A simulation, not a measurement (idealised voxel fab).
Title: Process Module voxel lift off
This is section cut - it's 235 nm across, gridded in 5 nm square cells.
Format of a cross-section: grid, square cells. Given as bands. Order: top down. Band: one or more rows of cells.
The band entry comprises the height of the band's top followed by the height of its bottom, expressed in nm, and subsequently the band's materials from left to right, each stated together with its width in nm. Where a single material is marked with the word "throughout", that material fills the band from edge to edge. The word "air" represents empty space.
All heights in this document are referenced to 0, defined as the level beneath which the wafer, as received, consists entirely of one material. The lowest band is not bounded below; it extends indefinitely downward and is written in the form "0 down".
Top row gets the first number, bottom row gets the second, and each row in between changes by the same step: that is how a band width like "30..40" works.
"nothing was modified" (step): cross-section cells unchanged, all of them.
"Trapped voids" contains a list of empty spaces, each no smaller than 8 cells and without an open way to the top, written in the form width x height at distance with the distance from the left edge and all three in nm.
Post-settings text on a step line: simulator's own remark regarding the step.
The optional step-line setting "overlay nm" applies to steps with a mask and quantifies how far to the right of its planned location the mask lay, a negative value indicating leftward placement.

[The steps planned for the process are as follows]
| 1 | op RECEIVE | material Si |
| 2 | op CONFORMAL_DEP | material SiN | thk nm 10 |
| 3 | op PATTERN | tone open | mask id LINES | material resist | width nm 25 | pitch nm 40 | thk nm 30 | overlay nm 0 |
| 4 | op DIRECTIONAL_DEP | material Ru | thk nm 15 |
| 5 | op STRIP | etch materials resist |
| 6 | op CONFORMAL_DEP | material SiCN | thk nm 10 |

[Cross-section of the wafer as it came to us, i.e., already through step 1]
> 0 down: Si throughout
> Trapped voids: none

[End-of-module cross-section of the first of two wafers, processed as planned]
> 35 to 25: 75 nm air  85 nm SiCN  75 nm air
> 25 to 20: 75 nm air  10 nm SiCN  25 nm Ru  15 nm SiCN  25 nm Ru  10 nm SiCN  75 nm air
> 20 to 10: 85 nm SiCN  25 nm Ru  15 nm SiCN  25 nm Ru  85 nm SiCN
> 10 to 0: SiN throughout
> 0 down: Si throughout
> Trapped voids: none

[Wafer two, end of module, cross-section. Same start, same plan as wafer one. One mistake in the run]
> 35 to 25: 75 nm air  85 nm SiCN  75 nm air
> 25 to 20: 75 nm air  10 nm SiCN  25 nm SiN  15 nm SiCN  25 nm SiN  10 nm SiCN  75 nm air
> 20 to 10: 85 nm SiCN  25 nm SiN  15 nm SiCN  25 nm SiN  85 nm SiCN
> 10 to 0: SiN throughout
> 0 down: Si throughout
> Trapped voids: none
Error vs. plan: note that step 4 departed from the planned setting and was carried out as op DIRECTIONAL_DEP | material SiN | thk nm 15
Looking at both finished wafers in cells, the second ends up ahead of or behind the first on some materials: Ru -30 | SiN +30
